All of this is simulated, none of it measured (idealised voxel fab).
process module | voxel wiring stack
cross-section cut | 260 nm wide | cells 5 nm
A cross-section is a grid of square cells, given in bands from the top down. A band is one or more rows of cells.
Each band's line starts with the height of the band's top and of its bottom, in nm. Then come its materials from left to right, each with its width in nm. One material with "throughout" fills the band from edge to edge. "air" is empty space.
Height 0 is the level under which the wafer as received is all one material. The lowest band goes on downwards, as in "0 down".
A width such as "30 to 40" changes by the same amount from each row of cells to the next, from the band's top row to its bottom row.
"no change" after a step means that no cell of the cross-section changed.
closed voids: empty space of 8 cells or more with no open way to the top, each as width x height at its distance from the left edge, in nm
after a step's settings: what the simulator itself notes on the step
overlay nm, on a step with a mask: how far to the right of its planned place the mask lay; to the left if negative
plan
1 op RECEIVE | material Si
2 op CONFORMAL_DEP | material SiO2 | thk nm 10
3 op CONFORMAL_DEP | material SiCN | thk nm 5
4 op DIRECTIONAL_DEP | material SiO2 | thk nm 15
5 op PATTERN | tone open | mask id METAL_1 | material resist | width nm 30 | pitch nm 55 | thk nm 20 | overlay nm 0
6 op DIRECTIONAL_ETCH | etch materials SiO2 | depth nm 15
7 op DIRECTIONAL_ETCH | etch materials SiCN | depth nm 5
8 op STRIP | etch materials resist
9 op CONFORMAL_DEP | material TiN | thk nm 5
10 op FILL_DEP | material Cu | thk nm 5
11 op CMP | height nm 30
12 op CONFORMAL_DEP | material SiCN | thk nm 5
13 op DIRECTIONAL_DEP | material SiO2 | thk nm 20
14 op MASKED_ETCH | tone open | mask id PLUG_1 | width nm 15 | pitch nm 55 | etch materials SiO2 | depth nm 20 | overlay nm 0
15 op MASKED_ETCH | tone open | mask id PLUG_1 | width nm 15 | pitch nm 55 | etch materials SiCN | depth nm 5 | overlay nm 0
16 op EPI | material Ru | thk nm 10
17 op EPI | material Ru | thk nm 10
18 op EPI | material Ru | thk nm 5
19 op CONFORMAL_DEP | material SiCN | thk nm 5
20 op DIRECTIONAL_DEP | material lowk | thk nm 20
21 op PATTERN | tone open | mask id METAL_2 | material resist | width nm 30 | pitch nm 55 | thk nm 20 | overlay nm 0
22 op DIRECTIONAL_ETCH | etch materials lowk | depth nm 20
23 op DIRECTIONAL_ETCH | etch materials SiCN | depth nm 5
24 op STRIP | etch materials resist
25 op CONFORMAL_DEP | material TiN | thk nm 5
26 op FILL_DEP | material Cu | thk nm 10
27 op CMP | height nm 80
28 op CONFORMAL_DEP | material SiCN | thk nm 5
29 op DIRECTIONAL_DEP | material lowk | thk nm 30
30 op MASKED_ETCH | tone open | mask id METAL_3_HOLES | width nm 15 | pitch nm 55 | etch materials lowk | depth nm 30 | overlay nm 0
31 op MASKED_ETCH | tone open | mask id METAL_3 | width nm 30 | pitch nm 55 | etch materials lowk | depth nm 20 | overlay nm 0
32 op MASKED_ETCH | tone open | mask id METAL_3 | width nm 30 | pitch nm 55 | etch materials SiCN | depth nm 5 | overlay nm 0
33 op CONFORMAL_DEP | material TiN | thk nm 5
34 op FILL_DEP | material Cu | thk nm 5
35 op CMP | height nm 115
36 op CONFORMAL_DEP | material SiCN | thk nm 5
37 op DIRECTIONAL_DEP | material lowk | thk nm 10
38 op DIRECTIONAL_DEP | material aC | thk nm 10
39 op PATTERN | tone open | mask id PLUG_3 | material resist | width nm 15 | thk nm 25 | overlay nm 0
40 op DIRECTIONAL_ETCH | etch materials aC | depth nm 10
41 op STRIP | etch materials resist
42 op DIRECTIONAL_ETCH | etch materials lowk | depth nm 10
43 op DIRECTIONAL_ETCH | etch materials SiCN | depth nm 5
44 op STRIP | etch materials aC
45 op CONFORMAL_DEP | material TiN | thk nm 5
46 op FILL_DEP | material W | thk nm 10
47 op CMP | height nm 130
48 op CONFORMAL_DEP | material SiN | thk nm 5
49 op DIRECTIONAL_DEP | material lowk | thk nm 25
50 op MASKED_ETCH | tone open | mask id METAL_4 | width nm 30 | pitch nm 55 | etch materials lowk | depth nm 25 | overlay nm 0
51 op MASKED_ETCH | tone open | mask id METAL_4 | width nm 30 | pitch nm 55 | etch materials SiN | depth nm 5 | overlay nm 0
52 op CONFORMAL_DEP | material TiN | thk nm 5
53 op FILL_DEP | material Cu | thk nm 5
54 op CMP | height nm 160
55 op EPI | material Ru | thk nm 5
56 op FILL_DEP | material SiCN | thk nm 5
as received, after step 1
  0 down: Si throughout
  closed voids: none
first wafer at the end, as planned
  170 to 165: SiCN throughout
  165 to 160: SiCN 80 | Ru 40 | SiCN 15 | Ru 40 | SiCN 85
  160 to 135: lowk 85 | TiN 5 | Cu 20 | TiN 5 | lowk 25 | TiN 5 | Cu 20 | TiN 5 | lowk 90
  135 to 130: SiN 85 | TiN 30 | SiN 25 | TiN 30 | SiN 90
  130 to 120: lowk 85 | TiN 5 | W 5 | TiN 5 | lowk 160
  120 to 115: SiCN 85 | TiN 15 | SiCN 160
  115 to 100: lowk 85 | TiN 5 | Cu 20 | TiN 5 | lowk 25 | TiN 5 | Cu 20 | TiN 5 | lowk 90
  100 to 95: lowk 85 | TiN 5 | Cu 5 | TiN 20 | lowk 25 | TiN 5 | Cu 5 | TiN 20 | lowk 90
  95 to 85: lowk 85 | TiN 5 | Cu 5 | TiN 5 | lowk 40 | TiN 5 | Cu 5 | TiN 5 | lowk 105
  85 to 80: SiCN 85 | TiN 15 | SiCN 40 | TiN 15 | SiCN 105
  80 to 60: lowk 85 | TiN 5 | Cu 20 | TiN 5 | lowk 25 | TiN 5 | Cu 20 | TiN 5 | lowk 90
  60 to 55: SiCN 85 | TiN 30 | SiCN 25 | TiN 30 | SiCN 90
  55 to 35: SiO2 85 | Ru 15 | SiO2 40 | Ru 15 | SiO2 105
  35 to 30: SiCN 85 | Ru 15 | SiCN 40 | Ru 15 | SiCN 105
  30 to 15: SiO2 85 | TiN 5 | Cu 20 | TiN 5 | SiO2 25 | TiN 5 | Cu 20 | TiN 5 | SiO2 90
  15 to 10: SiCN 85 | TiN 30 | SiCN 25 | TiN 30 | SiCN 90
  10 to 0: SiO2 throughout
  0 down: Si throughout
  closed voids: none
second wafer at the end: like start, like plan, one mistake
  170 to 165: SiCN throughout
  165 to 160: Ru throughout
  160 to 155: Cu throughout
  155 to 150: TiN 90 | Cu 20 | TiN 35 | Cu 20 | TiN 95
  150 to 125: lowk 85 | TiN 5 | Cu 20 | TiN 5 | lowk 25 | TiN 5 | Cu 20 | TiN 5 | lowk 90
  125 to 120: SiN 85 | TiN 30 | SiN 25 | TiN 30 | SiN 90
  120 to 115: SiCN 85 | TiN 15 | SiCN 160
  115 to 100: lowk 85 | TiN 5 | Cu 20 | TiN 5 | lowk 25 | TiN 5 | Cu 20 | TiN 5 | lowk 90
  100 to 95: lowk 85 | TiN 5 | Cu 5 | TiN 20 | lowk 25 | TiN 5 | Cu 5 | TiN 20 | lowk 90
  95 to 85: lowk 85 | TiN 5 | Cu 5 | TiN 5 | lowk 40 | TiN 5 | Cu 5 | TiN 5 | lowk 105
  85 to 80: SiCN 85 | TiN 15 | SiCN 40 | TiN 15 | SiCN 105
  80 to 60: lowk 85 | TiN 5 | Cu 20 | TiN 5 | lowk 25 | TiN 5 | Cu 20 | TiN 5 | lowk 90
  60 to 55: SiCN 85 | TiN 30 | SiCN 25 | TiN 30 | SiCN 90
  55 to 35: SiO2 85 | Ru 15 | SiO2 40 | Ru 15 | SiO2 105
  35 to 30: SiCN 85 | Ru 15 | SiCN 40 | Ru 15 | SiCN 105
  30 to 15: SiO2 85 | TiN 5 | Cu 20 | TiN 5 | SiO2 25 | TiN 5 | Cu 20 | TiN 5 | SiO2 90
  15 to 10: SiCN 85 | TiN 30 | SiCN 25 | TiN 30 | SiCN 90
  10 to 0: SiO2 throughout
  0 down: Si throughout
  closed voids: none
what went wrong: step 47 ran as: op CMP | height nm 120
at the end the second wafer has, in cells: 60 more of Cu | 36 more of Ru | 36 fewer of SiCN | 40 more of TiN | 2 fewer of W | 98 fewer of lowk
